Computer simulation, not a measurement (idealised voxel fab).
process module | voxel tone inversion
cross-section cut | 210 nm wide | cells 5 nm
A cross-section is a grid of square cells, given in bands from the top down. A band is one or more rows of cells.
Each band's line starts with the height of the band's top and of its bottom, in nm. Then come its materials from left to right, each with its width in nm. One material with "throughout" fills the band from edge to edge. "air" is empty space.
Height 0 is the level under which the wafer as received is all one material. The lowest band goes on downwards, as in "0 down".
A width such as "30 to 40" changes by the same amount from each row of cells to the next, from the band's top row to its bottom row.
"no change" after a step means that no cell of the cross-section changed.
closed voids: empty space of 8 cells or more with no open way to the top, each as width x height at its distance from the left edge, in nm
after a step's settings: what the simulator itself notes on the step
overlay nm, on a step with a mask: how far to the right of its planned place the mask lay; to the left if negative
plan
1 op RECEIVE | material Si
2 op CONFORMAL_DEP | material SiN | thk nm 5
3 op DIRECTIONAL_DEP | material aC | thk nm 25
4 op PATTERN | tone cover | mask id POSTS | material resist | width nm 15 | pitch nm 45 | thk nm 30 | overlay nm 0
5 op DIRECTIONAL_ETCH | etch materials aC | depth nm 25
6 op STRIP | etch materials resist
7 op FILL_DEP | material lowk | thk nm 5
8 op CMP | height nm 35
9 op STRIP | etch materials aC
varied across the wafers: thk nm of step 2. The plan shows the first wafer's value. All wafers start alike
first wafer as received, after step 1
  0 down: Si throughout
  closed voids: none
each wafer at the end: cells of each material gained (+) or lost (-) since it was received, then its closed voids
thk nm 5 | +42 SiN | +30 aC | +222 lowk | closed voids: none
thk nm 10 | +84 SiN | +180 lowk | closed voids: none
thk nm 15 | +126 SiN | +144 lowk | closed voids: none
thk nm 20 | +168 SiN | +108 lowk | closed voids: none
thk nm 25 | +210 SiN | +72 lowk | closed voids: none
